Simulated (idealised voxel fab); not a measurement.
Name of the process module below: voxel quadruple lines
Xsec cut, 200 nm wide, square cell size 5 nm.
Bands, listed from the top down, are how a cross-section gets written in this document; the cross-section itself is a grid of square cells, and a band is one or more rows of them. Heights first: top, then bottom, in nm. Then materials, left to right, each with a width in nm. "throughout" on a single material: fills the band edge to edge. "empty": empty space. Where do heights start? At 0: under that level the wafer as delivered is made of one material only. And the lowest band has no floor; it just carries on downward, as in "0 nm and below". Per-row width for "30->40": begins at first number (top row of band), ends at second number (bottom row), increment between rows held constant. "everything unchanged", as given for a step, is the statement that not any cell of the cross-section underwent a change during that step. Empty spaces counting at least 8 cells and having no open way to the top are listed in "Closed internal cavities". The notation width x height at distance is used for each, the distance being from the left edge and all three values in nm. If you see something after the settings on a step's line, that's the simulator's own remark about that step. overlay nm: mask right of planned place by this much (step with mask). Neg. = left.
Steps in the process plan
1: RECEIVE with material Si
2: CONFORMAL_DEP with material Al2O3, thk nm 5
3: DIRECTIONAL_DEP with material Ru, thk nm 10
4: DIRECTIONAL_DEP with material polySi, thk nm 20
5: DIRECTIONAL_DEP with material aC, thk nm 20
6: PATTERN with tone cover, mask id MANDREL, material resist, width nm 20, pitch nm 60, thk nm 30, overlay nm 0
7: DIRECTIONAL_ETCH with etch materials aC, depth nm 20
8: STRIP with etch materials resist
9: CONFORMAL_DEP with material SiO2, thk nm 10
10: DIRECTIONAL_ETCH with etch materials SiO2, depth nm 10
11: STRIP with etch materials aC
12: DIRECTIONAL_ETCH with etch materials polySi, depth nm 20
13: STRIP with etch materials SiO2
14: CONFORMAL_DEP with material SiN, thk nm 5
15: DIRECTIONAL_ETCH with etch materials SiN, depth nm 5
16: STRIP with etch materials polySi
17: DIRECTIONAL_ETCH with etch materials Ru, depth nm 10
18: STRIP with etch materials SiN
19: FILL_DEP with material SiO2, thk nm 10
20: CMP with height nm 15
The first wafer of two, processed as planned
Here's what the wafer looked like in cross-section when it arrived - that's after step 1
* 0 nm and below: Si throughout
* Closed internal cavities: none
After step 2: wafer cross-section
* 5 nm to 0 nm: Al2O3 throughout
* Nothing below the height 0 has changed.
After step 3: wafer cross-section
* 15 nm to 5 nm: Ru throughout
* Nothing below the height 5 has changed.
After step 4: wafer cross-section
* 35 nm to 15 nm: polySi throughout
* Nothing below the height 15 has changed.
After step 5: wafer cross-section
* 55 nm to 35 nm: aC throughout
* Nothing below the height 35 has changed.
After step 6: wafer cross-section
* 85 nm to 55 nm: 60 nm empty; 20 nm resist; 40 nm empty; 20 nm resist; 60 nm empty
* Nothing below the height 55 has changed.
After step 7: wafer cross-section
* 65 nm to 55 nm: 60 nm empty; 20 nm resist; 40 nm empty; 20 nm resist; 60 nm empty
* 55 nm to 35 nm: 60 nm empty; 20 nm aC; 40 nm empty; 20 nm aC; 60 nm empty
* Nothing below the height 35 has changed.
After step 8: wafer cross-section
* 55 nm to 35 nm: 60 nm empty; 20 nm aC; 40 nm empty; 20 nm aC; 60 nm empty
* Nothing below the height 35 has changed.
After step 9: wafer cross-section
* 65 nm to 55 nm: 50 nm empty; 40 nm SiO2; 20 nm empty; 40 nm SiO2; 50 nm empty
* 55 nm to 45 nm: 50 nm empty; 10 nm SiO2; 20 nm aC; 10 nm SiO2; 20 nm empty; 10 nm SiO2; 20 nm aC; 10 nm SiO2; 50 nm empty
* 45 nm to 35 nm: 60 nm SiO2; 20 nm aC; 40 nm SiO2; 20 nm aC; 60 nm SiO2
* Nothing below the height 35 has changed.
After step 10: wafer cross-section
* 55 nm to 35 nm: 50 nm empty; 10 nm SiO2; 20 nm aC; 10 nm SiO2; 20 nm empty; 10 nm SiO2; 20 nm aC; 10 nm SiO2; 50 nm empty
* Nothing below the height 35 has changed.
After step 11: wafer cross-section
* 55 nm to 35 nm: 50 nm empty; 10 nm SiO2; 20 nm empty; 10 nm SiO2; 20 nm empty; 10 nm SiO2; 20 nm empty; 10 nm SiO2; 50 nm empty
* Nothing below the height 35 has changed.
After step 12: wafer cross-section
* 55 nm to 35 nm: 50 nm empty; 10 nm SiO2; 20 nm empty; 10 nm SiO2; 20 nm empty; 10 nm SiO2; 20 nm empty; 10 nm SiO2; 50 nm empty
* 35 nm to 15 nm: 50 nm empty; 10 nm polySi; 20 nm empty; 10 nm polySi; 20 nm empty; 10 nm polySi; 20 nm empty; 10 nm polySi; 50 nm empty
* Nothing below the height 15 has changed.
After step 13: wafer cross-section
* 35 nm to 15 nm: 50 nm empty; 10 nm polySi; 20 nm empty; 10 nm polySi; 20 nm empty; 10 nm polySi; 20 nm empty; 10 nm polySi; 50 nm empty
* Nothing below the height 15 has changed.
After step 14: wafer cross-section
* 40 nm to 35 nm: 45 nm empty; 20 nm SiN; 10 nm empty; 20 nm SiN; 10 nm empty; 20 nm SiN; 10 nm empty; 20 nm SiN; 45 nm empty
* 35 nm to 20 nm: 45 nm empty; 5 nm SiN; 10 nm polySi; 5 nm SiN; 10 nm empty; 5 nm SiN; 10 nm polySi; 5 nm SiN; 10 nm empty; 5 nm SiN; 10 nm polySi; 5 nm SiN; 10 nm empty; 5 nm SiN; 10 nm polySi; 5 nm SiN; 45 nm empty
* 20 nm to 15 nm: 50 nm SiN; 10 nm polySi; 20 nm SiN; 10 nm polySi; 20 nm SiN; 10 nm polySi; 20 nm SiN; 10 nm polySi; 50 nm SiN
* Nothing below the height 15 has changed.
After step 15: wafer cross-section
* 35 nm to 15 nm: 45 nm empty; 5 nm SiN; 10 nm polySi; 5 nm SiN; 10 nm empty; 5 nm SiN; 10 nm polySi; 5 nm SiN; 10 nm empty; 5 nm SiN; 10 nm polySi; 5 nm SiN; 10 nm empty; 5 nm SiN; 10 nm polySi; 5 nm SiN; 45 nm empty
* Nothing below the height 15 has changed.
After step 16: wafer cross-section
* 35 nm to 15 nm: 45 nm empty; 5 nm SiN; 10 nm empty; 5 nm SiN; 10 nm empty; 5 nm SiN; 10 nm empty; 5 nm SiN; 10 nm empty; 5 nm SiN; 10 nm empty; 5 nm SiN; 10 nm empty; 5 nm SiN; 10 nm empty; 5 nm SiN; 45 nm empty
* Nothing below the height 15 has changed.
After step 17: wafer cross-section
* 35 nm to 15 nm: 45 nm empty; 5 nm SiN; 10 nm empty; 5 nm SiN; 10 nm empty; 5 nm SiN; 10 nm empty; 5 nm SiN; 10 nm empty; 5 nm SiN; 10 nm empty; 5 nm SiN; 10 nm empty; 5 nm SiN; 10 nm empty; 5 nm SiN; 45 nm empty
* 15 nm to 5 nm: 45 nm empty; 5 nm Ru; 10 nm empty; 5 nm Ru; 10 nm empty; 5 nm Ru; 10 nm empty; 5 nm Ru; 10 nm empty; 5 nm Ru; 10 nm empty; 5 nm Ru; 10 nm empty; 5 nm Ru; 10 nm empty; 5 nm Ru; 45 nm empty
* Nothing below the height 5 has changed.
After step 18: wafer cross-section
* 15 nm to 5 nm: 45 nm empty; 5 nm Ru; 10 nm empty; 5 nm Ru; 10 nm empty; 5 nm Ru; 10 nm empty; 5 nm Ru; 10 nm empty; 5 nm Ru; 10 nm empty; 5 nm Ru; 10 nm empty; 5 nm Ru; 10 nm empty; 5 nm Ru; 45 nm empty
* Nothing below the height 5 has changed.
After step 19: wafer cross-section
* 25 nm to 15 nm: SiO2 throughout
* 15 nm to 5 nm: 45 nm SiO2; 5 nm Ru; 10 nm SiO2; 5 nm Ru; 10 nm SiO2; 5 nm Ru; 10 nm SiO2; 5 nm Ru; 10 nm SiO2; 5 nm Ru; 10 nm SiO2; 5 nm Ru; 10 nm SiO2; 5 nm Ru; 10 nm SiO2; 5 nm Ru; 45 nm SiO2
* Nothing below the height 5 has changed.
After step 20: wafer cross-section
* 15 nm to 5 nm: 45 nm SiO2; 5 nm Ru; 10 nm SiO2; 5 nm Ru; 10 nm SiO2; 5 nm Ru; 10 nm SiO2; 5 nm Ru; 10 nm SiO2; 5 nm Ru; 10 nm SiO2; 5 nm Ru; 10 nm SiO2; 5 nm Ru; 10 nm SiO2; 5 nm Ru; 45 nm SiO2
* Nothing below the height 5 has changed.
Notes, second wafer: start = first wafer's, plan = first wafer's, execution had one mistake; history identical to first through step 18
Cross-section: second wafer, time at which step 19 was scheduled to end
* 25 nm to 15 nm: polySi throughout
* 15 nm to 5 nm: 45 nm polySi; 5 nm Ru; 10 nm polySi; 5 nm Ru; 10 nm polySi; 5 nm Ru; 10 nm polySi; 5 nm Ru; 10 nm polySi; 5 nm Ru; 10 nm polySi; 5 nm Ru; 10 nm polySi; 5 nm Ru; 10 nm polySi; 5 nm Ru; 45 nm polySi
* Nothing below the height 5 has changed.
Cross-section: second wafer, time at which step 20 was scheduled to end
* 15 nm to 5 nm: 45 nm polySi; 5 nm Ru; 10 nm polySi; 5 nm Ru; 10 nm polySi; 5 nm Ru; 10 nm polySi; 5 nm Ru; 10 nm polySi; 5 nm Ru; 10 nm polySi; 5 nm Ru; 10 nm polySi; 5 nm Ru; 10 nm polySi; 5 nm Ru; 45 nm polySi
* Nothing below the height 5 has changed.
Short version of what went wrong: step 19 was run on a setting that differed from the plan, and what really ran there is FILL_DEP with material polySi, thk nm 10
The closing comparison, in cells, has the second wafer with more or fewer of some materials than the first: SiO2: 64 fewer, polySi: 64 more
